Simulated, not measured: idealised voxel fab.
Name of the process module below: voxel ribs on slabs
Square cells of 5 nm make up the cross-section cut, whose width is 275 nm.
Cross-section format: a grid of square cells, given as bands from top to bottom; each band is one or more rows of cells.
The entry gives the band's vertical extent as a top height and a bottom height in nm, then its horizontal make-up as materials from left to right, each with a width in nm. "blank" stands for empty space; a single material marked "all across" fills the band edge to edge.
Ref level 0: as-received wafer is one material below here. Bottom band extends down with no lower bound ("from 0 down").
The width entry "30 to 40" should be interpreted row by row: the top row of cells in the band takes the first number, the bottom row takes the second number, and the change between adjacent rows is uniform throughout.
You'll sometimes find "no change occurred" written for a step, and that's the way of saying that nowhere in the cross-section did a cell change during that step.
Entry "Cavities, closed". Content: empty spaces with no open connection to the top, size 8 cells or greater. Each: width x height at distance. Distance: from left edge. Unit: nm.
If you see something after the settings on a step's line, that's the simulator's own remark about that step.
"overlay nm" answers the question of how far to the right of plan the mask lay on a step that has a mask, and when it is negative the answer is to the left.
### Process steps foreseen in the plan
1. op RECEIVE | material Si
2. op DIRECTIONAL_DEP | material SiO2 | thk nm 30
3. op DIRECTIONAL_DEP | material SiN | thk nm 25
4. op PATTERN | tone cover | mask id RIB | material resist | width nm 30 | thk nm 20 | overlay nm 0
5. op DIRECTIONAL_ETCH | etch materials SiN | depth nm 10
6. op STRIP | etch materials resist
7. op DIRECTIONAL_DEP | material aC | thk nm 10
8. op PATTERN | tone cover | mask id SLAB | material resist | width nm 60 | thk nm 30 | overlay nm 0
9. op DIRECTIONAL_ETCH | etch materials aC | depth nm 10
10. op STRIP | etch materials resist
11. op DIRECTIONAL_ETCH | etch materials SiN | depth nm 15
12. op STRIP | etch materials aC
13. op FILL_DEP | material SiO2 | thk nm 20
14. op CMP | height nm 70
15. op DIRECTIONAL_DEP | material TiN | thk nm 10
16. op DIRECTIONAL_DEP | material aC | thk nm 15
17. op PATTERN | tone cover | mask id HEATER | material resist | width nm 40 | thk nm 35 | overlay nm 0
18. op DIRECTIONAL_ETCH | etch materials aC | depth nm 15
19. op STRIP | etch materials resist
20. op DIRECTIONAL_ETCH | etch materials TiN | depth nm 10
21. op STRIP | etch materials aC
22. op CONFORMAL_DEP | material SiO2 | thk nm 5
### Cross-section of the wafer upon arrival, representing the state reached after step 1
  from 0 down = Si all across
  Cavities, closed: none
### Cross-section at module end, one run error; start and plan unchanged from above
  from 85 to 80 = blank 110 nm, then SiO2 50 nm, then blank 115 nm
  from 80 to 75 = blank 110 nm, then SiO2 5 nm, then TiN 40 nm, then SiO2 5 nm, then blank 115 nm
  from 75 to 70 = SiO2 115 nm, then TiN 40 nm, then SiO2 120 nm
  from 70 to 65 = SiO2 all across
  from 65 to 55 = SiO2 120 nm, then SiN 30 nm, then SiO2 125 nm
  from 55 to 40 = SiO2 105 nm, then SiN 60 nm, then SiO2 110 nm
  from 40 to 0 = SiO2 all across
  from 0 down = Si all across
  Cavities, closed: none
Against the plan, the run slipped here: rather than as planned, step 2 actually ran as op DIRECTIONAL_DEP | material SiO2 | thk nm 40
